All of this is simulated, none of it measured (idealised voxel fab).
Process module heading - voxel capacitor over wiring
Shown is cross-section cut, with a width of 290 nm and square cells of size 5 nm.
Notation: cross-section as square-cell grid; stated in bands, top first, going down; one or more cell rows per band.
A band entry consists of two parts. The first gives the height of the band's top and the height of its bottom, in nm. The rest lists the band's materials from left to right, each with its width in nm. A single material labelled with the word "full width" fills the band from edge to edge, and the word "blank" marks empty space.
Heights are reckoned from 0. Under this level, the received wafer is all of one material. The bottommost band is open-ended downward, for example "0..down".
The width entry "30..40" should be interpreted row by row: the top row of cells in the band takes the first number, the bottom row takes the second number, and the change between adjacent rows is uniform throughout.
"nothing changed" means the step left every cell of the cross-section as it was.
You'll see "Trapped voids" listing empty spaces that have no way open to the top, as long as they're 8 cells or more; the notation is width x height at distance, where the distance is from the left edge, and all of it is in nm.
Formally, on a step line, whatever follows the settings is a remark that the simulator itself makes on the step.
overlay nm: for a step with a mask, the amount by which the mask lay right of where it was planned; a negative amount means left of it.

The following list gives the planned process steps
1: RECEIVE (material Si)
2: CONFORMAL_DEP (material SiO2; thk nm 10)
3: CONFORMAL_DEP (material SiCN; thk nm 5)
4: DIRECTIONAL_DEP (material SiO2; thk nm 25)
5: PATTERN (tone open; mask id METAL_1; material resist; width nm 20; pitch nm 80; thk nm 15; overlay nm 0)
6: DIRECTIONAL_ETCH (etch materials SiO2; depth nm 25)
7: DIRECTIONAL_ETCH (etch materials SiCN; depth nm 5)
8: STRIP (etch materials resist)
9: CONFORMAL_DEP (material TiN; thk nm 5)
10: FILL_DEP (material Cu; thk nm 10)
11: CMP (height nm 40)
12: CONFORMAL_DEP (material SiCN; thk nm 5)
13: DIRECTIONAL_DEP (material lowk; thk nm 15)
14: MASKED_ETCH (tone open; mask id PLUG_1; width nm 15; etch materials lowk; depth nm 15; overlay nm 0)
15: MASKED_ETCH (tone open; mask id PLUG_1; width nm 15; etch materials SiCN; depth nm 5; overlay nm 0)
16: CONFORMAL_DEP (material TiN; thk nm 5)
17: FILL_DEP (material Cu; thk nm 10)
18: CMP (height nm 60)
19: DIRECTIONAL_DEP (material TiN; thk nm 10)
20: DIRECTIONAL_DEP (material Al2O3; thk nm 5)
21: DIRECTIONAL_DEP (material TiN; thk nm 5)
22: DIRECTIONAL_DEP (material aC; thk nm 15)
23: PATTERN (tone cover; mask id UPPER_PLATE; material resist; width nm 65; thk nm 35; overlay nm 0)
24: DIRECTIONAL_ETCH (etch materials aC; depth nm 15)
25: STRIP (etch materials resist)
26: DIRECTIONAL_ETCH (etch materials TiN; depth nm 5)
27: DIRECTIONAL_ETCH (etch materials Al2O3; depth nm 5)
28: STRIP (etch materials aC)
29: PATTERN (tone cover; mask id LOWER_PLATE; material resist; width nm 75; thk nm 20; overlay nm 0)
30: DIRECTIONAL_ETCH (etch materials TiN; depth nm 10)
31: STRIP (etch materials resist)
32: FILL_DEP (material SiO2; thk nm 15)
33: CMP (height nm 90)
34: DIRECTIONAL_DEP (material aC; thk nm 10)
35: PATTERN (tone open; mask id PLUG_2; material resist; width nm 15; thk nm 25; overlay nm 0)
36: DIRECTIONAL_ETCH (etch materials aC; depth nm 10)
37: STRIP (etch materials resist)
38: DIRECTIONAL_ETCH (etch materials SiO2; depth nm 10)
39: STRIP (etch materials aC)
40: CONFORMAL_DEP (material TiN; thk nm 5)
41: FILL_DEP (material Ru; thk nm 5)
42: CMP (height nm 90)
43: CONFORMAL_DEP (material SiN; thk nm 5)

Received-state cross-section, reflecting completion of step 1
- 0..down  Si full width
- Trapped voids: none

Wafer cross-section at end of module: start and plan as shown above, one execution error
- 95..90  SiN full width
- 90..85  SiO2 (100), TiN (65), SiO2 (125)
- 85..80  SiO2 (100), Al2O3 (65), SiO2 (125)
- 80..70  Al2O3 full width
- 70..60  TiN full width
- 60..45  lowk (100), TiN (5), Cu (5), TiN (5), lowk (175)
- 45..40  SiCN (100), TiN (15), SiCN (175)
- 40..15  SiO2 (95), TiN (5), Cu (10), TiN (5), SiO2 (60), TiN (5), Cu (10), TiN (5), SiO2 (95)
- 15..10  SiCN (95), TiN (20), SiCN (60), TiN (20), SiCN (95)
- 10..0  SiO2 full width
- 0..down  Si full width
- Trapped voids: none
Deviation noted in wafer processing: note that step 20 departed from the planned setting and was carried out as DIRECTIONAL_DEP (material Al2O3; thk nm 15)
